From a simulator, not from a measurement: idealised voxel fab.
process module | voxel spacer lines
cross-section cut | 185 nm wide | cells 5 nm
A cross-section is a grid of square cells, given in bands from the top down. A band is one or more rows of cells.
Each band's line starts with the height of the band's top and of its bottom, in nm. Then come its materials from left to right, each with its width in nm. One material with "throughout" fills the band from edge to edge. "air" is empty space.
Height 0 is the level under which the wafer as received is all one material. The lowest band goes on downwards, as in "0 down".
A width such as "30 to 40" changes by the same amount from each row of cells to the next, from the band's top row to its bottom row.
"no change" after a step means that no cell of the cross-section changed.
closed voids: empty space of 8 cells or more with no open way to the top, each as width x height at its distance from the left edge, in nm
after a step's settings: what the simulator itself notes on the step
overlay nm, on a step with a mask: how far to the right of its planned place the mask lay; to the left if negative
plan
1 op RECEIVE | material Si
2 op CONFORMAL_DEP | material Al2O3 | thk nm 10
3 op DIRECTIONAL_DEP | material W | thk nm 15
4 op DIRECTIONAL_DEP | material aC | thk nm 20
5 op PATTERN | tone cover | mask id MANDREL | material resist | width nm 15 | pitch nm 50 | thk nm 30 | overlay nm 0
6 op DIRECTIONAL_ETCH | etch materials aC | depth nm 20
7 op STRIP | etch materials resist
8 op CONFORMAL_DEP | material SiN | thk nm 10
9 op DIRECTIONAL_ETCH | etch materials SiN | depth nm 10
10 op STRIP | etch materials aC
11 op DIRECTIONAL_ETCH | etch materials W | depth nm 15
12 op STRIP | etch materials SiN
13 op FILL_DEP | material SiO2 | thk nm 10
14 op CMP | height nm 25
as received, after step 1
  0 down: Si throughout
  closed voids: none
first wafer at the end, as planned
  25 to 10: SiO2 25 | W 10 | SiO2 15 | W 10 | SiO2 15 | W 10 | SiO2 15 | W 10 | SiO2 15 | W 10 | SiO2 15 | W 10 | SiO2 25
  10 to 0: Al2O3 throughout
  0 down: Si throughout
  closed voids: none
second wafer at the end: like start, like plan, one mistake
  25 to 10: aC throughout
  10 to 0: Al2O3 throughout
  0 down: Si throughout
  closed voids: none
what went wrong: steps 3 and 4 were swapped
at the end the second wafer has, in cells: 75 fewer of SiO2 | 36 fewer of W | 111 more of aC
